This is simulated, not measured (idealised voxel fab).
The document below concerns the process module designated voxel self aligned vias.
Cross-sectional view cut (width: 255 nm; square cell size: 5 nm).
Cross-section format: a grid of square cells, given as bands from top to bottom; each band is one or more rows of cells.
Heights first: top, then bottom, in nm. Then materials, left to right, each with a width in nm. "edge to edge" on a single material: fills the band edge to edge. "empty": empty space.
Note: height 0 marks the level under which the wafer is uniformly one material as received. Lowest band unbounded below, written "0..down".
Width: "30->40" (first number = top row, second number = bottom row, same change from row to row of cells).
The cross-section has no changed cell in any step marked "no change occurred".
"Closed void listing" - sealed voids, min. 8 cells, no opening to top; format: width x height at distance (distance from left edge; nm throughout).
Whatever follows a step's settings on its line is a remark the simulator itself makes about that step.
Steps that use a mask can have "overlay nm" on their line. It says how far the mask sat to the right of where it was meant to be. Negative means to the left.
**Below is the list of planned process steps**
1 RECEIVE (material Si)
2 CONFORMAL_DEP (material SiO2; thk nm 15)
3 CONFORMAL_DEP (material SiCN; thk nm 5)
4 DIRECTIONAL_DEP (material lowk; thk nm 25)
5 PATTERN (tone open; mask id LINES; material resist; width nm 30; pitch nm 70; thk nm 15; overlay nm 0)
6 DIRECTIONAL_ETCH (etch materials lowk; depth nm 25)
7 STRIP (etch materials resist)
8 CONFORMAL_DEP (material TiN; thk nm 5)
9 FILL_DEP (material W; thk nm 10)
10 CMP (height nm 45)
11 SELECTIVE_ETCH (etch materials W Ru TiN; depth nm 5)
12 FILL_DEP (material SiN; thk nm 5)
13 CMP (height nm 45)
14 DIRECTIONAL_DEP (material lowk; thk nm 15)
15 DIRECTIONAL_DEP (material aC; thk nm 15)
16 PATTERN (tone open; mask id VIAS; material resist; width nm 50; pitch nm 70; thk nm 30; overlay nm 0)
17 DIRECTIONAL_ETCH (etch materials aC; depth nm 15)
18 STRIP (etch materials resist)
19 DIRECTIONAL_ETCH (etch materials lowk; depth nm 15)
20 DIRECTIONAL_ETCH (etch materials SiN; depth nm 5)
21 STRIP (etch materials aC)
22 CONFORMAL_DEP (material TiN; thk nm 5)
23 FILL_DEP (material Cu; thk nm 10)
24 CMP (height nm 60)
25 CONFORMAL_DEP (material SiN; thk nm 5)
**As-received wafer cross-section (after step 1)**
	0..down: Si edge to edge
	Closed void listing: none
**Here's the cross-section of the first of our two wafers at the end of the module - it ran as planned**
	65..60: SiN edge to edge
	60..50: lowk 65, then TiN 5, then Cu 40, then TiN 5, then lowk 20, then TiN 5, then Cu 40, then TiN 5, then lowk 70
	50..45: lowk 65, then TiN 15, then Cu 20, then TiN 15, then lowk 20, then TiN 15, then Cu 20, then TiN 15, then lowk 70
	45..40: lowk 75, then TiN 30, then lowk 40, then TiN 30, then lowk 80
	40..25: lowk 75, then TiN 5, then W 20, then TiN 5, then lowk 40, then TiN 5, then W 20, then TiN 5, then lowk 80
	25..20: lowk 75, then TiN 30, then lowk 40, then TiN 30, then lowk 80
	20..15: SiCN edge to edge
	15..0: SiO2 edge to edge
	0..down: Si edge to edge
	Closed void listing: none
**Cross-sectional image of the second wafer of the two following completion of the module. Starting state and process plan were the same as for the first wafer; one execution error occurred**
	65..60: W edge to edge
	60..50: lowk 65, then TiN 5, then Cu 40, then TiN 5, then lowk 20, then TiN 5, then Cu 40, then TiN 5, then lowk 70
	50..45: lowk 65, then TiN 15, then Cu 20, then TiN 15, then lowk 20, then TiN 15, then Cu 20, then TiN 15, then lowk 70
	45..40: lowk 75, then TiN 30, then lowk 40, then TiN 30, then lowk 80
	40..25: lowk 75, then TiN 5, then W 20, then TiN 5, then lowk 40, then TiN 5, then W 20, then TiN 5, then lowk 80
	25..20: lowk 75, then TiN 30, then lowk 40, then TiN 30, then lowk 80
	20..15: SiCN edge to edge
	15..0: SiO2 edge to edge
	0..down: Si edge to edge
	Closed void listing: none
Processing error: step 25 ran with different settings than intended, the actual operation and settings being CONFORMAL_DEP (material W; thk nm 5)
End check, counted in cells, second wafer has more or fewer of these materials than the first: SiN: 51 fewer | W: 51 more
